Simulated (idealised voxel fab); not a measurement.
process module | voxel fin reveal
cross-section cut | 240 nm wide | cells 5 nm
A cross-section is a grid of square cells, given in bands from the top down. A band is one or more rows of cells.
Each band's line starts with the height of the band's top and of its bottom, in nm. Then come its materials from left to right, each with its width in nm. One material with "throughout" fills the band from edge to edge. "air" is empty space.
Height 0 is the level under which the wafer as received is all one material. The lowest band goes on downwards, as in "0 down".
A width such as "30 to 40" changes by the same amount from each row of cells to the next, from the band's top row to its bottom row.
"no change" after a step means that no cell of the cross-section changed.
closed voids: empty space of 8 cells or more with no open way to the top, each as width x height at its distance from the left edge, in nm
after a step's settings: what the simulator itself notes on the step
overlay nm, on a step with a mask: how far to the right of its planned place the mask lay; to the left if negative
plan
1 op RECEIVE | material Si
2 op CONFORMAL_DEP | material SiN | thk nm 5
3 op MASKED_ETCH | tone cover | mask id FINS | width nm 15 | pitch nm 45 | etch materials SiN | depth nm 5 | overlay nm 0
4 op MASKED_ETCH | tone cover | mask id FINS | width nm 15 | pitch nm 45 | etch materials Si | depth nm 35 | overlay nm 0
5 op OXIDIZE | depth nm 5
6 op FILL_DEP | material SiO2 | thk nm 10
7 op CMP | height nm 5
8 op SELECTIVE_ETCH | etch materials SiO2 | depth nm 15
9 op STRIP | etch materials SiN
as received, after step 1
  0 down: Si throughout
  closed voids: none
first wafer at the end, as planned
  0 to -10: air 50 | Si 5 | air 40 | Si 5 | air 40 | Si 5 | air 40 | Si 5 | air 50
  -10 to -40: SiO2 50 | Si 5 | SiO2 40 | Si 5 | SiO2 40 | Si 5 | SiO2 40 | Si 5 | SiO2 50
  -40 down: Si throughout
  closed voids: none
second wafer at the end: like start, like plan, one mistake
  0 to -10: air 50 to 45 | Si 5 to 10 | air 40 to 35 | Si 5 to 10 | air 40 to 35 | Si 5 to 10 | air 40 to 35 | Si 5 to 10 | air 50
  -10 to -40: SiO2 45 | Si 10 | SiO2 35 | Si 10 | SiO2 35 | Si 10 | SiO2 35 | Si 10 | SiO2 50
  -40 down: Si throughout
  closed voids: none
what went wrong: step 4 ran as: op MASKED_ETCH | tone cover | mask id FINS | width nm 15 | pitch nm 45 | etch materials Si | depth nm 35 | overlay nm -5
at the end the second wafer has, in cells: 28 more of Si | 24 fewer of SiO2
